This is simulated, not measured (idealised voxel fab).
Herein follows the process module entitled voxel plated lines.
cross-section cut | 225 nm wide | cells 5 nm
Cross-section = grid of square cells, listed top down in bands; band = one or more rows.
For a band, the entry starts with two heights in nm, that of the top and then that of the bottom, and carries on with the band's materials in order from left to right, each alongside its width in nm; the word "edge to edge" beside a single material means it fills the band edge to edge, and "air" means empty space.
Heights are expressed relative to 0, this being the level below which the as-received wafer comprises one material exclusively. The lowest band is unbounded in the downward direction and is denoted as in "0 nm and below".
It should be noted that a width expressed as "30->40" varies in equal increments from row to row of cells within the band, taking the value of the first number at the top row and that of the second number at the bottom row.
"nothing different", as given for a step, is the statement that not any cell of the cross-section underwent a change during that step.
Reported under the label "Enclosed void inventory" are the empty spaces having no open way to the top and comprising 8 cells or more; the notation for each is width x height at distance, in which the distance is measured from the left edge and all three values are in nm.
Heads up: the bit after the settings on a step's line is the simulator's remark on that step.
Steps that use a mask can have "overlay nm" on their line. It says how far the mask sat to the right of where it was meant to be. Negative means to the left.
Pairs, read this way: before one process step on the one hand, after it on the other, the after cross-section ending at the lowest band that changed; the step between, settings included, beneath. Same starting wafer throughout, but possibly different runs of this module, so no pair continues from the pair above unless its entry headed "Pre-step cross-section" says so.

**Pre-step cross-section**
    0 nm and below | Si edge to edge
    Enclosed void inventory: none

**Post-Step Cross-Section**
    5 nm to 0 nm | SiO2 edge to edge
    Heights below 0 show no change.
    Enclosed void inventory: none
The step occurring between the two cross-sections depicted above is identified as CONFORMAL_DEP: material SiO2, thk nm 5

Pre-step cross-section: this step begins from the cross-section that the pair just above shows after its step.

**Post-Step Cross-Section**
    10 nm to 5 nm | TiN edge to edge
    Heights below 5 show no change.
    Enclosed void inventory: none
The step occurring between the two cross-sections depicted above is identified as DIRECTIONAL_DEP: material TiN, thk nm 5

Pre-step cross-section: this step begins from the cross-section that the pair just above shows after its step.

**Post-Step Cross-Section**
    40 nm to 10 nm | resist (50), air (30), resist (15), air (30), resist (15), air (30), resist (55)
    Heights below 10 show no change.
    Enclosed void inventory: none
The step occurring between the two cross-sections depicted above is identified as PATTERN: tone open, mask id LINES, material resist, width nm 30, pitch nm 45, thk nm 30, overlay nm 0

Pre-step cross-section: this step begins from the cross-section that the pair just above shows after its step.

**Post-Step Cross-Section**
    40 nm to 20 nm | resist (50), air (30), resist (15), air (30), resist (15), air (30), resist (55)
    20 nm to 10 nm | resist (50), Ru (30), resist (15), Ru (30), resist (15), Ru (30), resist (55)
    Heights below 10 show no change.
    Enclosed void inventory: none
The step occurring between the two cross-sections depicted above is identified as EPI: material Ru, thk nm 10

Pre-step cross-section: this step begins from the cross-section that the pair just above shows after its step.

**Post-Step Cross-Section**
    40 nm to 30 nm | resist (50), air (30), resist (15), air (30), resist (15), air (30), resist (55)
    30 nm to 10 nm | resist (50), Ru (30), resist (15), Ru (30), resist (15), Ru (30), resist (55)
    Heights below 10 show no change.
    Enclosed void inventory: none
The step occurring between the two cross-sections depicted above is identified as EPI: material Ru, thk nm 10

Pre-step cross-section: this step begins from the cross-section that the pair just above shows after its step.

**Post-Step Cross-Section**
    30 nm to 10 nm | air (50), Ru (30), air (15), Ru (30), air (15), Ru (30), air (55)
    Heights below 10 show no change.
    Enclosed void inventory: none
The step occurring between the two cross-sections depicted above is identified as STRIP: etch materials resist

Pre-step cross-section: this step begins from the cross-section that the pair just above shows after its step.

**Post-Step Cross-Section**
    30 nm to 10 nm | air (50), Ru (30), air (15), Ru (30), air (15), Ru (30), air (55)
    10 nm to 5 nm | air (50), TiN (30), air (15), TiN (30), air (15), TiN (30), air (55)
    Heights below 5 show no change.
    Enclosed void inventory: none
The step occurring between the two cross-sections depicted above is identified as DIRECTIONAL_ETCH: etch materials TiN, depth nm 5

Pre-step cross-section: this step begins from the cross-section that the pair just above shows after its step.

**Post-Step Cross-Section**
    40 nm to 30 nm | air (40), SiN (140), air (45)
    30 nm to 15 nm | air (40), SiN (10), Ru (30), SiN (15), Ru (30), SiN (15), Ru (30), SiN (10), air (45)
    15 nm to 10 nm | SiN (50), Ru (30), SiN (15), Ru (30), SiN (15), Ru (30), SiN (55)
    10 nm to 5 nm | SiN (50), TiN (30), SiN (15), TiN (30), SiN (15), TiN (30), SiN (55)
    Heights below 5 show no change.
    Enclosed void inventory: none
The step occurring between the two cross-sections depicted above is identified as CONFORMAL_DEP: material SiN, thk nm 10

**Pre-step cross-section**
    40 nm to 30 nm | resist (50), air (30), resist (15), air (30), resist (15), air (30), resist (55)
    30 nm to 10 nm | resist (50), Ru (30), resist (15), Ru (30), resist (15), Ru (30), resist (55)
    10 nm to 5 nm | TiN edge to edge
    5 nm to 0 nm | SiO2 edge to edge
    0 nm and below | Si edge to edge
    Enclosed void inventory: none

**Post-Step Cross-Section**
    40 nm to 10 nm | resist (50), Ru (30), resist (15), Ru (30), resist (15), Ru (30), resist (55)
    Heights below 10 show no change.
    Enclosed void inventory: none
The step occurring between the two cross-sections depicted above is identified as EPI: material Ru, thk nm 10

Pre-step cross-section: this step begins from the cross-section that the pair just above shows after its step.

**Post-Step Cross-Section**
    40 nm to 10 nm | air (50), Ru (30), air (15), Ru (30), air (15), Ru (30), air (55)
    Heights below 10 show no change.
    Enclosed void inventory: none
The step occurring between the two cross-sections depicted above is identified as STRIP: etch materials resist

Pre-step cross-section: this step begins from the cross-section that the pair just above shows after its step.

**Post-Step Cross-Section**
    40 nm to 10 nm | air (50), Ru (30), air (15), Ru (30), air (15), Ru (30), air (55)
    10 nm to 5 nm | air (50), TiN (30), air (15), TiN (30), air (15), TiN (30), air (55)
    Heights below 5 show no change.
    Enclosed void inventory: none
The step occurring between the two cross-sections depicted above is identified as DIRECTIONAL_ETCH: etch materials TiN, depth nm 5

Pre-step cross-section: this step begins from the cross-section that the pair just above shows after its step.

**Post-Step Cross-Section**
    50 nm to 40 nm | air (40), SiN (140), air (45)
    40 nm to 15 nm | air (40), SiN (10), Ru (30), SiN (15), Ru (30), SiN (15), Ru (30), SiN (10), air (45)
    15 nm to 10 nm | SiN (50), Ru (30), SiN (15), Ru (30), SiN (15), Ru (30), SiN (55)
    10 nm to 5 nm | SiN (50), TiN (30), SiN (15), TiN (30), SiN (15), TiN (30), SiN (55)
    Heights below 5 show no change.
    Enclosed void inventory: none
The step occurring between the two cross-sections depicted above is identified as CONFORMAL_DEP: material SiN, thk nm 10

**Pre-step cross-section**
    40 nm to 20 nm | resist (50), air (30), resist (15), air (30), resist (15), air (30), resist (55)
    20 nm to 10 nm | resist (50), Ru (30), resist (15), Ru (30), resist (15), Ru (30), resist (55)
    10 nm to 5 nm | TiN edge to edge
    5 nm to 0 nm | SiO2 edge to edge
    0 nm and below | Si edge to edge
    Enclosed void inventory: none

**Post-Step Cross-Section**
    20 nm to 10 nm | air (50), Ru (30), air (15), Ru (30), air (15), Ru (30), air (55)
    Heights below 10 show no change.
    Enclosed void inventory: none
The step occurring between the two cross-sections depicted above is identified as STRIP: etch materials resist

Pre-step cross-section: this step begins from the cross-section that the pair just above shows after its step.

**Post-Step Cross-Section**
    30 nm to 20 nm | air (40), Ru (140), air (45)
    20 nm to 10 nm | Ru edge to edge
    Heights below 10 show no change.
    Enclosed void inventory: none
The step occurring between the two cross-sections depicted above is identified as EPI: material Ru, thk nm 10

Pre-step cross-section: this step begins from the cross-section that the pair just above shows after its step.

**Post-Step Cross-Section**
    40 nm to 30 nm | air (30), SiN (160), air (35)
    30 nm to 20 nm | SiN (40), Ru (140), SiN (45)
    Heights below 20 show no change.
    Enclosed void inventory: none
The step occurring between the two cross-sections depicted above is identified as CONFORMAL_DEP: material SiN, thk nm 10

**Pre-step cross-section**
    0 nm and below | Si edge to edge
    Enclosed void inventory: none

**Post-Step Cross-Section**
    15 nm to 0 nm | SiO2 edge to edge
    Heights below 0 show no change.
    Enclosed void inventory: none
The step occurring between the two cross-sections depicted above is identified as CONFORMAL_DEP: material SiO2, thk nm 15

Pre-step cross-section: this step begins from the cross-section that the pair just above shows after its step.

**Post-Step Cross-Section**
    20 nm to 15 nm | TiN edge to edge
    Heights below 15 show no change.
    Enclosed void inventory: none
The step occurring between the two cross-sections depicted above is identified as DIRECTIONAL_DEP: material TiN, thk nm 5

Pre-step cross-section: this step begins from the cross-section that the pair just above shows after its step.

**Post-Step Cross-Section**
    50 nm to 20 nm | resist (50), air (30), resist (15), air (30), resist (15), air (30), resist (55)
    Heights below 20 show no change.
    Enclosed void inventory: none
The step occurring between the two cross-sections depicted above is identified as PATTERN: tone open, mask id LINES, material resist, width nm 30, pitch nm 45, thk nm 30, overlay nm 0

Pre-step cross-section: this step begins from the cross-section that the pair just above shows after its step.

**Post-Step Cross-Section**
    50 nm to 30 nm | resist (50), air (30), resist (15), air (30), resist (15), air (30), resist (55)
    30 nm to 20 nm | resist (50), Ru (30), resist (15), Ru (30), resist (15), Ru (30), resist (55)
    Heights below 20 show no change.
    Enclosed void inventory: none
The step occurring between the two cross-sections depicted above is identified as EPI: material Ru, thk nm 10

Pre-step cross-section: this step begins from the cross-section that the pair just above shows after its step.

**Post-Step Cross-Section**
    50 nm to 40 nm | resist (50), air (30), resist (15), air (30), resist (15), air (30), resist (55)
    40 nm to 20 nm | resist (50), Ru (30), resist (15), Ru (30), resist (15), Ru (30), resist (55)
    Heights below 20 show no change.
    Enclosed void inventory: none
The step occurring between the two cross-sections depicted above is identified as EPI: material Ru, thk nm 10

Pre-step cross-section: this step begins from the cross-section that the pair just above shows after its step.

**Post-Step Cross-Section**
    40 nm to 20 nm | air (50), Ru (30), air (15), Ru (30), air (15), Ru (30), air (55)
    Heights below 20 show no change.
    Enclosed void inventory: none
The step occurring between the two cross-sections depicted above is identified as STRIP: etch materials resist

Pre-step cross-section: this step begins from the cross-section that the pair just above shows after its step.

**Post-Step Cross-Section**
    40 nm to 20 nm | air (50), Ru (30), air (15), Ru (30), air (15), Ru (30), air (55)
    20 nm to 15 nm | air (50), TiN (30), air (15), TiN (30), air (15), TiN (30), air (55)
    Heights below 15 show no change.
    Enclosed void inventory: none
The step occurring between the two cross-sections depicted above is identified as DIRECTIONAL_ETCH: etch materials TiN, depth nm 5

Pre-step cross-section: this step begins from the cross-section that the pair just above shows after its step.

**Post-Step Cross-Section**
    50 nm to 40 nm | air (40), SiN (140), air (45)
    40 nm to 25 nm | air (40), SiN (10), Ru (30), SiN (15), Ru (30), SiN (15), Ru (30), SiN (10), air (45)
    25 nm to 20 nm | SiN (50), Ru (30), SiN (15), Ru (30), SiN (15), Ru (30), SiN (55)
    20 nm to 15 nm | SiN (50), TiN (30), SiN (15), TiN (30), SiN (15), TiN (30), SiN (55)
    Heights below 15 show no change.
    Enclosed void inventory: none
The step occurring between the two cross-sections depicted above is identified as CONFORMAL_DEP: material SiN, thk nm 10

**Pre-step cross-section**
    10 nm to 5 nm | TiN edge to edge
    5 nm to 0 nm | SiO2 edge to edge
    0 nm and below | Si edge to edge
    Enclosed void inventory: none

**Post-Step Cross-Section**
    40 nm to 10 nm | resist (55), air (25), resist (20), air (25), resist (20), air (25), resist (55)
    Heights below 10 show no change.
    Enclosed void inventory: none
The step occurring between the two cross-sections depicted above is identified as PATTERN: tone open, mask id LINES, material resist, width nm 25, pitch nm 45, thk nm 30, overlay nm 0

Pre-step cross-section: this step begins from the cross-section that the pair just above shows after its step.

**Post-Step Cross-Section**
    40 nm to 20 nm | resist (55), air (25), resist (20), air (25), resist (20), air (25), resist (55)
    20 nm to 10 nm | resist (55), Ru (25), resist (20), Ru (25), resist (20), Ru (25), resist (55)
    Heights below 10 show no change.
    Enclosed void inventory: none
The step occurring between the two cross-sections depicted above is identified as EPI: material Ru, thk nm 10

Pre-step cross-section: this step begins from the cross-section that the pair just above shows after its step.

**Post-Step Cross-Section**
    40 nm to 30 nm | resist (55), air (25), resist (20), air (25), resist (20), air (25), resist (55)
    30 nm to 10 nm | resist (55), Ru (25), resist (20), Ru (25), resist (20), Ru (25), resist (55)
    Heights below 10 show no change.
    Enclosed void inventory: none
The step occurring between the two cross-sections depicted above is identified as EPI: material Ru, thk nm 10

Pre-step cross-section: this step begins from the cross-section that the pair just above shows after its step.

**Post-Step Cross-Section**
    30 nm to 10 nm | air (55), Ru (25), air (20), Ru (25), air (20), Ru (25), air (55)
    Heights below 10 show no change.
    Enclosed void inventory: none
The step occurring between the two cross-sections depicted above is identified as STRIP: etch materials resist

Pre-step cross-section: this step begins from the cross-section that the pair just above shows after its step.

**Post-Step Cross-Section**
    30 nm to 10 nm | air (55), Ru (25), air (20), Ru (25), air (20), Ru (25), air (55)
    10 nm to 5 nm | air (55), TiN (25), air (20), TiN (25), air (20), TiN (25), air (55)
    Heights below 5 show no change.
    Enclosed void inventory: none
The step occurring between the two cross-sections depicted above is identified as DIRECTIONAL_ETCH: etch materials TiN, depth nm 5

Pre-step cross-section: this step begins from the cross-section that the pair just above shows after its step.

**Post-Step Cross-Section**
    40 nm to 30 nm | air (45), SiN (135), air (45)
    30 nm to 15 nm | air (45), SiN (10), Ru (25), SiN (20), Ru (25), SiN (20), Ru (25), SiN (10), air (45)
    15 nm to 10 nm | SiN (55), Ru (25), SiN (20), Ru (25), SiN (20), Ru (25), SiN (55)
    10 nm to 5 nm | SiN (55), TiN (25), SiN (20), TiN (25), SiN (20), TiN (25), SiN (55)
    Heights below 5 show no change.
    Enclosed void inventory: none
The step occurring between the two cross-sections depicted above is identified as CONFORMAL_DEP: material SiN, thk nm 10

**Pre-step cross-section**
    10 nm to 5 nm | TiN edge to edge
    5 nm to 0 nm | SiO2 edge to edge
    0 nm and below | Si edge to edge
    Enclosed void inventory: none

**Post-Step Cross-Section**
    40 nm to 10 nm | resist (45), air (30), resist (15), air (30), resist (15), air (30), resist (60)
    Heights below 10 show no change.
    Enclosed void inventory: none
The step occurring between the two cross-sections depicted above is identified as PATTERN: tone open, mask id LINES, material resist, width nm 30, pitch nm 45, thk nm 30, overlay nm -5

Pre-step cross-section: this step begins from the cross-section that the pair just above shows after its step.

**Post-Step Cross-Section**
    40 nm to 20 nm | resist (45), air (30), resist (15), air (30), resist (15), air (30), resist (60)
    20 nm to 10 nm | resist (45), Ru (30), resist (15), Ru (30), resist (15), Ru (30), resist (60)
    Heights below 10 show no change.
    Enclosed void inventory: none
The step occurring between the two cross-sections depicted above is identified as EPI: material Ru, thk nm 10

Pre-step cross-section: this step begins from the cross-section that the pair just above shows after its step.

**Post-Step Cross-Section**
    40 nm to 30 nm | resist (45), air (30), resist (15), air (30), resist (15), air (30), resist (60)
    30 nm to 10 nm | resist (45), Ru (30), resist (15), Ru (30), resist (15), Ru (30), resist (60)
    Heights below 10 show no change.
    Enclosed void inventory: none
The step occurring between the two cross-sections depicted above is identified as EPI: material Ru, thk nm 10

Pre-step cross-section: this step begins from the cross-section that the pair just above shows after its step.

**Post-Step Cross-Section**
    30 nm to 10 nm | air (45), Ru (30), air (15), Ru (30), air (15), Ru (30), air (60)
    Heights below 10 show no change.
    Enclosed void inventory: none
The step occurring between the two cross-sections depicted above is identified as STRIP: etch materials resist

Pre-step cross-section: this step begins from the cross-section that the pair just above shows after its step.

**Post-Step Cross-Section**
    30 nm to 10 nm | air (45), Ru (30), air (15), Ru (30), air (15), Ru (30), air (60)
    10 nm to 5 nm | air (45), TiN (30), air (15), TiN (30), air (15), TiN (30), air (60)
    Heights below 5 show no change.
    Enclosed void inventory: none
The step occurring between the two cross-sections depicted above is identified as DIRECTIONAL_ETCH: etch materials TiN, depth nm 5

Pre-step cross-section: this step begins from the cross-section that the pair just above shows after its step.

**Post-Step Cross-Section**
    40 nm to 30 nm | air (35), SiN (140), air (50)
    30 nm to 15 nm | air (35), SiN (10), Ru (30), SiN (15), Ru (30), SiN (15), Ru (30), SiN (10), air (50)
    15 nm to 10 nm | SiN (45), Ru (30), SiN (15), Ru (30), SiN (15), Ru (30), SiN (60)
    10 nm to 5 nm | SiN (45), TiN (30), SiN (15), TiN (30), SiN (15), TiN (30), SiN (60)
    Heights below 5 show no change.
    Enclosed void inventory: none
The step occurring between the two cross-sections depicted above is identified as CONFORMAL_DEP: material SiN, thk nm 10

**Pre-step cross-section**
    0 nm and below | Si edge to edge
    Enclosed void inventory: none

**Post-Step Cross-Section**
    5 nm to 0 nm | TiN edge to edge
    Heights below 0 show no change.
    Enclosed void inventory: none
The step occurring between the two cross-sections depicted above is identified as CONFORMAL_DEP: material TiN, thk nm 5

Pre-step cross-section: this step begins from the cross-section that the pair just above shows after its step.

**Post-Step Cross-Section**
    10 nm to 0 nm | TiN edge to edge
    Heights below 0 show no change.
    Enclosed void inventory: none
The step occurring between the two cross-sections depicted above is identified as DIRECTIONAL_DEP: material TiN, thk nm 5

Pre-step cross-section: this step begins from the cross-section that the pair just above shows after its step.

**Post-Step Cross-Section**
    40 nm to 10 nm | resist (50), air (30), resist (15), air (30), resist (15), air (30), resist (55)
    Heights below 10 show no change.
    Enclosed void inventory: none
The step occurring between the two cross-sections depicted above is identified as PATTERN: tone open, mask id LINES, material resist, width nm 30, pitch nm 45, thk nm 30, overlay nm 0

Pre-step cross-section: this step begins from the cross-section that the pair just above shows after its step.

**Post-Step Cross-Section**
    40 nm to 20 nm | resist (50), air (30), resist (15), air (30), resist (15), air (30), resist (55)
    20 nm to 10 nm | resist (50), Ru (30), resist (15), Ru (30), resist (15), Ru (30), resist (55)
    Heights below 10 show no change.
    Enclosed void inventory: none
The step occurring between the two cross-sections depicted above is identified as EPI: material Ru, thk nm 10

Pre-step cross-section: this step begins from the cross-section that the pair just above shows after its step.

**Post-Step Cross-Section**
    40 nm to 30 nm | resist (50), air (30), resist (15), air (30), resist (15), air (30), resist (55)
    30 nm to 10 nm | resist (50), Ru (30), resist (15), Ru (30), resist (15), Ru (30), resist (55)
    Heights below 10 show no change.
    Enclosed void inventory: none
The step occurring between the two cross-sections depicted above is identified as EPI: material Ru, thk nm 10

Pre-step cross-section: this step begins from the cross-section that the pair just above shows after its step.

**Post-Step Cross-Section**
    30 nm to 10 nm | air (50), Ru (30), air (15), Ru (30), air (15), Ru (30), air (55)
    Heights below 10 show no change.
    Enclosed void inventory: none
The step occurring between the two cross-sections depicted above is identified as STRIP: etch materials resist

Pre-step cross-section: this step begins from the cross-section that the pair just above shows after its step.

**Post-Step Cross-Section**
    30 nm to 10 nm | air (50), Ru (30), air (15), Ru (30), air (15), Ru (30), air (55)
    10 nm to 5 nm | air (50), TiN (30), air (15), TiN (30), air (15), TiN (30), air (55)
    Heights below 5 show no change.
    Enclosed void inventory: none
The step occurring between the two cross-sections depicted above is identified as DIRECTIONAL_ETCH: etch materials TiN, depth nm 5

Pre-step cross-section: this step begins from the cross-section that the pair just above shows after its step.

**Post-Step Cross-Section**
    40 nm to 30 nm | air (40), SiN (140), air (45)
    30 nm to 15 nm | air (40), SiN (10), Ru (30), SiN (15), Ru (30), SiN (15), Ru (30), SiN (10), air (45)
    15 nm to 10 nm | SiN (50), Ru (30), SiN (15), Ru (30), SiN (15), Ru (30), SiN (55)
    10 nm to 5 nm | SiN (50), TiN (30), SiN (15), TiN (30), SiN (15), TiN (30), SiN (55)
    Heights below 5 show no change.
    Enclosed void inventory: none
The step occurring between the two cross-sections depicted above is identified as CONFORMAL_DEP: material SiN, thk nm 10

**Pre-step cross-section**
    10 nm to 5 nm | TiN edge to edge
    5 nm to 0 nm | SiO2 edge to edge
    0 nm and below | Si edge to edge
    Enclosed void inventory: none

**Post-Step Cross-Section**
    40 nm to 10 nm | air (50), resist (30), air (15), resist (30), air (15), resist (30), air (55)
    Heights below 10 show no change.
    Enclosed void inventory: none
The step occurring between the two cross-sections depicted above is identified as PATTERN: tone cover, mask id LINES, material resist, width nm 30, pitch nm 45, thk nm 30, overlay nm 0

Pre-step cross-section: this step begins from the cross-section that the pair just above shows after its step.

**Post-Step Cross-Section**
    40 nm to 20 nm | air (50), resist (30), air (15), resist (30), air (15), resist (30), air (55)
    20 nm to 10 nm | Ru (50), resist (30), Ru (15), resist (30), Ru (15), resist (30), Ru (55)
    Heights below 10 show no change.
    Enclosed void inventory: none
The step occurring between the two cross-sections depicted above is identified as EPI: material Ru, thk nm 10

Pre-step cross-section: this step begins from the cross-section that the pair just above shows after its step.

**Post-Step Cross-Section**
    40 nm to 30 nm | air (50), resist (30), air (15), resist (30), air (15), resist (30), air (55)
    30 nm to 10 nm | Ru (50), resist (30), Ru (15), resist (30), Ru (15), resist (30), Ru (55)
    Heights below 10 show no change.
    Enclosed void inventory: none
The step occurring between the two cross-sections depicted above is identified as EPI: material Ru, thk nm 10

Pre-step cross-section: this step begins from the cross-section that the pair just above shows after its step.

**Post-Step Cross-Section**
    30 nm to 10 nm | Ru (50), air (30), Ru (15), air (30), Ru (15), air (30), Ru (55)
    Heights below 10 show no change.
    Enclosed void inventory: none
The step occurring between the two cross-sections depicted above is identified as STRIP: etch materials resist

Pre-step cross-section: this step begins from the cross-section that the pair just above shows after its step.

**Post-Step Cross-Section**
    30 nm to 10 nm | Ru (50), air (30), Ru (15), air (30), Ru (15), air (30), Ru (55)
    10 nm to 5 nm | TiN (50), air (30), TiN (15), air (30), TiN (15), air (30), TiN (55)
    Heights below 5 show no change.
    Enclosed void inventory: none
The step occurring between the two cross-sections depicted above is identified as DIRECTIONAL_ETCH: etch materials TiN, depth nm 5

Pre-step cross-section: this step begins from the cross-section that the pair just above shows after its step.

**Post-Step Cross-Section**
    40 nm to 30 nm | SiN (60), air (10), SiN (35), air (10), SiN (35), air (10), SiN (65)
    30 nm to 15 nm | Ru (50), SiN (10), air (10), SiN (10), Ru (15), SiN (10), air (10), SiN (10), Ru (15), SiN (10), air (10), SiN (10), Ru (55)
    15 nm to 10 nm | Ru (50), SiN (30), Ru (15), SiN (30), Ru (15), SiN (30), Ru (55)
    10 nm to 5 nm | TiN (50), SiN (30), TiN (15), SiN (30), TiN (15), SiN (30), TiN (55)
    Heights below 5 show no change.
    Enclosed void inventory: none
The step occurring between the two cross-sections depicted above is identified as CONFORMAL_DEP: material SiN, thk nm 10
